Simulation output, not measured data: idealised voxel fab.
Herein follows the process module entitled voxel double patterning.
Shown is cross-section cut, with a width of 265 nm and square cells of size 5 nm.
In what follows, cross-sections appear as grids of square cells, described through bands that run from the top down, where every band is one or more rows of cells. Per band: top height and bottom height in nm, followed by the left-to-right materials and their widths in nm; "everywhere" marks a single material spanning edge to edge, "air" marks empty space. Heights from 0 (as-received wafer is one material below). Bottom band endless downward, as "0..down". So if you see something like "30 to 40" for the width, read it as the top row of the band sitting at the first number and the bottom row at the second, with every row in between moving by the same amount as the last. Key: "stayed the same" - step with no changed cell in the cross-section. What "Sealed void inventory" gives you is every empty space of 8 cells or more that is cut off from the top. Each appears as width x height at distance, with the distance taken from the left edge and width, height and distance all in nm. If you see something after the settings on a step's line, that's the simulator's own remark about that step. overlay nm: step with mask; distance mask lay right of planned place; negative value = left of planned place.
[Here's what the planned process steps look like]
1 RECEIVE with material Si
2 CONFORMAL_DEP with material SiO2, thk nm 10
3 DIRECTIONAL_DEP with material polySi, thk nm 20
4 DIRECTIONAL_DEP with material SiCN, thk nm 5
5 DIRECTIONAL_DEP with material aC, thk nm 15
6 PATTERN with tone open, mask id FIRST, material resist, width nm 15, pitch nm 50, thk nm 35, overlay nm 0
7 DIRECTIONAL_ETCH with etch materials aC, depth nm 15
8 STRIP with etch materials resist
9 DIRECTIONAL_ETCH with etch materials SiCN, depth nm 5
10 STRIP with etch materials aC
11 PATTERN with tone open, mask id SECOND, material resist, width nm 15, thk nm 20, overlay nm 0
12 DIRECTIONAL_ETCH with etch materials SiCN, depth nm 5
13 STRIP with etch materials resist
14 DIRECTIONAL_ETCH with etch materials polySi, depth nm 20
15 STRIP with etch materials SiCN
[As-received state of the wafer in cross-section, equivalent to post-step 1]
	0..down | Si everywhere
	Sealed void inventory: none
[Figure: cross-sectional view of the wafer upon completion of the module, processed from the initial state and according to the plan depicted above, with one error introduced during execution]
	40..20 | polySi (100) | air (15) | polySi (10) | air (15) | polySi (10) | air (15) | polySi (100)
	20..10 | polySi everywhere
	10..0 | SiO2 everywhere
	0..down | Si everywhere
	Sealed void inventory: none
Deviation from plan: so step 3 ended up running with a different setting than we planned, it ran as DIRECTIONAL_DEP with material polySi, thk nm 30
